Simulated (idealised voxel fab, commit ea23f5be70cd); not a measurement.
process module | voxel spacer lines
Cross-section cut spans 285 nm and uses square cells 5 nm in size.
When this document writes out a cross-section, it uses a grid of square cells and lists it as bands, beginning at the top and moving down, with a band standing for one or more rows of cells.
Each band's line starts with the height of the band's top and of its bottom, in nm. Then come its materials from left to right, each with its width in nm. One material with "full width" fills the band from edge to edge. "blank" is empty space.
A quick word on heights: they are counted from 0, and under that level the wafer as it came to us is one material throughout. The lowest band is different from the rest in having no bottom; it simply continues downward, written as in "0 -> down".
A width given as "30..40" starts at the first number in the band's top row and ends at the second number in its bottom row, shifting by an equal amount at every step from row to row.
"stayed the same" (step): cross-section cells unchanged, all of them.
The entry titled "Voids lacking openings" provides the empty spaces that have no open way to the top, restricted to those of 8 cells or more. Each is presented as width x height at distance, the distance being measured from the left edge, with all three in nm.
Whatever follows a step's settings on its line is a remark the simulator itself makes about that step.
overlay nm: how far to the right of its planned place the mask lay on this masked step (negative: to the left).
Planned process steps
1) RECEIVE (material Si)
2) CONFORMAL_DEP (material Al2O3; thk nm 10)
3) DIRECTIONAL_DEP (material W; thk nm 10)
4) DIRECTIONAL_DEP (material polySi; thk nm 30)
5) PATTERN (tone cover; mask id MANDREL; material resist; width nm 20; pitch nm 60; thk nm 40; overlay nm 0)
6) DIRECTIONAL_ETCH (etch materials polySi; depth nm 30)
7) STRIP (etch materials resist)
8) CONFORMAL_DEP (material SiO2; thk nm 10)
9) DIRECTIONAL_ETCH (etch materials SiO2; depth nm 10)
10) STRIP (etch materials polySi)
11) DIRECTIONAL_ETCH (etch materials W; depth nm 10)
12) STRIP (etch materials SiO2)
Step 1 complete: cross-section of the wafer as received
0 -> down  Si full width
Voids lacking openings: none
Cross-section taken at module completion on the first of two wafers; processed per the plan
20 -> 10  blank: 90, then W: 10, then blank: 20, then W: 10, then blank: 20, then W: 10, then blank: 20, then W: 10, then blank: 95
10 -> 0  Al2O3 full width
0 -> down  Si full width
Voids lacking openings: none
Cross-sectional view of the second of two wafers upon completion of the module. This wafer shared its starting condition and process plan with the first; one error was made during its execution
20 -> 10  blank: 95, then W: 5, then blank: 20, then W: 5, then blank: 30, then W: 5, then blank: 20, then W: 5, then blank: 100
10 -> 0  Al2O3 full width
0 -> down  Si full width
Voids lacking openings: none
Processing error: for step 8, the planned setting was not used; the step was instead run as CONFORMAL_DEP (material SiO2; thk nm 5)
The closing comparison, in cells, has the second wafer with more or fewer of some materials than the first: W -8
